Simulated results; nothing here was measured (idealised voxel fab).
The name of this process module is voxel self aligned contacts.
Pictured: cross-section cut, 270 nm wide, on a grid of 5 nm square cells.
Cross-section layout: square cells on a grid; listed as bands, top to bottom; a band spans one or more cell rows. First you get the band's top height and its bottom height, in nm, and then the materials it's made of, left to right, with each width in nm. If you see a single material with "throughout", that one covers the band edge to edge. "blank" is empty space. Convention: height 0 is the level below which the wafer, as received, is all one material. The lowest band does not terminate at the bottom but continues downward, represented as "0 -> down". Width spec "30..40" -> top row of cells at first value, bottom row at second value, equal per-row change in between. You'll sometimes find "remained the same" written for a step, and that's the way of saying that nowhere in the cross-section did a cell change during that step. Enclosed voids (no open way to top), threshold 8 cells or more, entry "Enclosed voids", notation width x height at distance, distance from left edge, nm. Past the settings on a step's line: simulator remark, on that step. overlay nm, on a step with a mask: how far to the right of its planned place the mask lay; to the left if negative.

[These are the steps we planned for the process]
1 RECEIVE (material Si)
2 OXIDIZE (depth nm 5)
3 DIRECTIONAL_DEP (material polySi; thk nm 30)
4 DIRECTIONAL_DEP (material SiN; thk nm 15)
5 MASKED_ETCH (tone cover; mask id GATE; width nm 25; pitch nm 55; etch materials SiN; depth nm 15; overlay nm 0)
6 MASKED_ETCH (tone cover; mask id GATE; width nm 25; pitch nm 55; etch materials polySi; depth nm 30; overlay nm 0)
7 CONFORMAL_DEP (material SiN; thk nm 5)
8 DIRECTIONAL_ETCH (etch materials SiN; depth nm 5)
9 FILL_DEP (material SiO2; thk nm 10)
10 CMP (height nm 50)
11 MASKED_ETCH (tone open; mask id CONTACT; width nm 40; pitch nm 55; etch materials SiO2; depth nm 55; overlay nm 0)
12 CONFORMAL_DEP (material TiN; thk nm 5)
13 FILL_DEP (material Ru; thk nm 10)
14 CMP (height nm 50)
15 CONFORMAL_DEP (material SiCN; thk nm 5)

[First of two wafers, processed according to plan]

[Shown in cross-section is the wafer as received, that is, as it stands after step 1]
    0 -> down  Si throughout
    Enclosed voids: none

[Wafer section view after processing step 2]
    0 -> -5  SiO2 throughout
    Below -5 it's all the same as before, nothing changed down there.

[Wafer section view after processing step 3]
    30 -> 0  polySi throughout
    Below 0 it's all the same as before, nothing changed down there.

[Wafer section view after processing step 4]
    45 -> 30  SiN throughout
    Below 30 it's all the same as before, nothing changed down there.

[Wafer section view after processing step 5]
    45 -> 30  blank=65 / SiN=25 / blank=30 / SiN=25 / blank=30 / SiN=25 / blank=70
    Below 30 it's all the same as before, nothing changed down there.

[Wafer section view after processing step 6]
    45 -> 30  blank=65 / SiN=25 / blank=30 / SiN=25 / blank=30 / SiN=25 / blank=70
    30 -> 0  blank=65 / polySi=25 / blank=30 / polySi=25 / blank=30 / polySi=25 / blank=70
    Below 0 it's all the same as before, nothing changed down there.

[Wafer section view after processing step 7]
    50 -> 30  blank=60 / SiN=35 / blank=20 / SiN=35 / blank=20 / SiN=35 / blank=65
    30 -> 5  blank=60 / SiN=5 / polySi=25 / SiN=5 / blank=20 / SiN=5 / polySi=25 / SiN=5 / blank=20 / SiN=5 / polySi=25 / SiN=5 / blank=65
    5 -> 0  SiN=65 / polySi=25 / SiN=30 / polySi=25 / SiN=30 / polySi=25 / SiN=70
    Below 0 it's all the same as before, nothing changed down there.

[Wafer section view after processing step 8]
    45 -> 30  blank=60 / SiN=35 / blank=20 / SiN=35 / blank=20 / SiN=35 / blank=65
    30 -> 0  blank=60 / SiN=5 / polySi=25 / SiN=5 / blank=20 / SiN=5 / polySi=25 / SiN=5 / blank=20 / SiN=5 / polySi=25 / SiN=5 / blank=65
    Below 0 it's all the same as before, nothing changed down there.

[Wafer section view after processing step 9]
    55 -> 45  SiO2 throughout
    45 -> 30  SiO2=60 / SiN=35 / SiO2=20 / SiN=35 / SiO2=20 / SiN=35 / SiO2=65
    30 -> 0  SiO2=60 / SiN=5 / polySi=25 / SiN=5 / SiO2=20 / SiN=5 / polySi=25 / SiN=5 / SiO2=20 / SiN=5 / polySi=25 / SiN=5 / SiO2=65
    Below 0 it's all the same as before, nothing changed down there.

[Wafer section view after processing step 10]
    50 -> 45  SiO2 throughout
    Below 45 it's all the same as before, nothing changed down there.

[Wafer section view after processing step 11]
    50 -> 45  SiO2=85 / blank=40 / SiO2=15 / blank=40 / SiO2=90
    45 -> 30  SiO2=60 / SiN=35 / blank=20 / SiN=35 / blank=20 / SiN=35 / SiO2=65
    30 -> 0  SiO2=60 / SiN=5 / polySi=25 / SiN=5 / blank=20 / SiN=5 / polySi=25 / SiN=5 / blank=20 / SiN=5 / polySi=25 / SiN=5 / SiO2=65
    0 -> -5  SiO2=95 / blank=20 / SiO2=35 / blank=20 / SiO2=100
    Below -5 it's all the same as before, nothing changed down there.

[Wafer section view after processing step 12]
    55 -> 50  TiN=90 / blank=30 / TiN=25 / blank=30 / TiN=95
    50 -> 45  SiO2=85 / TiN=15 / blank=10 / TiN=15 / SiO2=15 / TiN=15 / blank=10 / TiN=15 / SiO2=90
    45 -> 30  SiO2=60 / SiN=35 / TiN=5 / blank=10 / TiN=5 / SiN=35 / TiN=5 / blank=10 / TiN=5 / SiN=35 / SiO2=65
    30 -> 0  SiO2=60 / SiN=5 / polySi=25 / SiN=5 / TiN=5 / blank=10 / TiN=5 / SiN=5 / polySi=25 / SiN=5 / TiN=5 / blank=10 / TiN=5 / SiN=5 / polySi=25 / SiN=5 / SiO2=65
    0 -> -5  SiO2=95 / TiN=20 / SiO2=35 / TiN=20 / SiO2=100
    Below -5 it's all the same as before, nothing changed down there.

[Wafer section view after processing step 13]
    65 -> 55  Ru throughout
    55 -> 50  TiN=90 / Ru=30 / TiN=25 / Ru=30 / TiN=95
    50 -> 45  SiO2=85 / TiN=15 / Ru=10 / TiN=15 / SiO2=15 / TiN=15 / Ru=10 / TiN=15 / SiO2=90
    45 -> 30  SiO2=60 / SiN=35 / TiN=5 / Ru=10 / TiN=5 / SiN=35 / TiN=5 / Ru=10 / TiN=5 / SiN=35 / SiO2=65
    30 -> 0  SiO2=60 / SiN=5 / polySi=25 / SiN=5 / TiN=5 / Ru=10 / TiN=5 / SiN=5 / polySi=25 / SiN=5 / TiN=5 / Ru=10 / TiN=5 / SiN=5 / polySi=25 / SiN=5 / SiO2=65
    Below 0 it's all the same as before, nothing changed down there.

[Wafer section view after processing step 14]
    50 -> 45  SiO2=85 / TiN=15 / Ru=10 / TiN=15 / SiO2=15 / TiN=15 / Ru=10 / TiN=15 / SiO2=90
    Below 45 it's all the same as before, nothing changed down there.

[Wafer section view after processing step 15]
    55 -> 50  SiCN throughout
    Below 50 it's all the same as before, nothing changed down there.

[Wafer two. Identical start, identical plan. One mistake in execution. Identical history through step 13]

Cross-section: second wafer, time at which step 14 was scheduled to end: remained the same

[Cross-section: second wafer, time at which step 15 was scheduled to end]
    70 -> 65  SiCN throughout
    Below 65 it's all the same as before, nothing changed down there.
Here's what went sideways: the plan's step 14 was left out and never carried out
FYI, end of process, the second wafer has more or fewer cells of some materials than the first: Ru: 120 more, TiN: 42 more
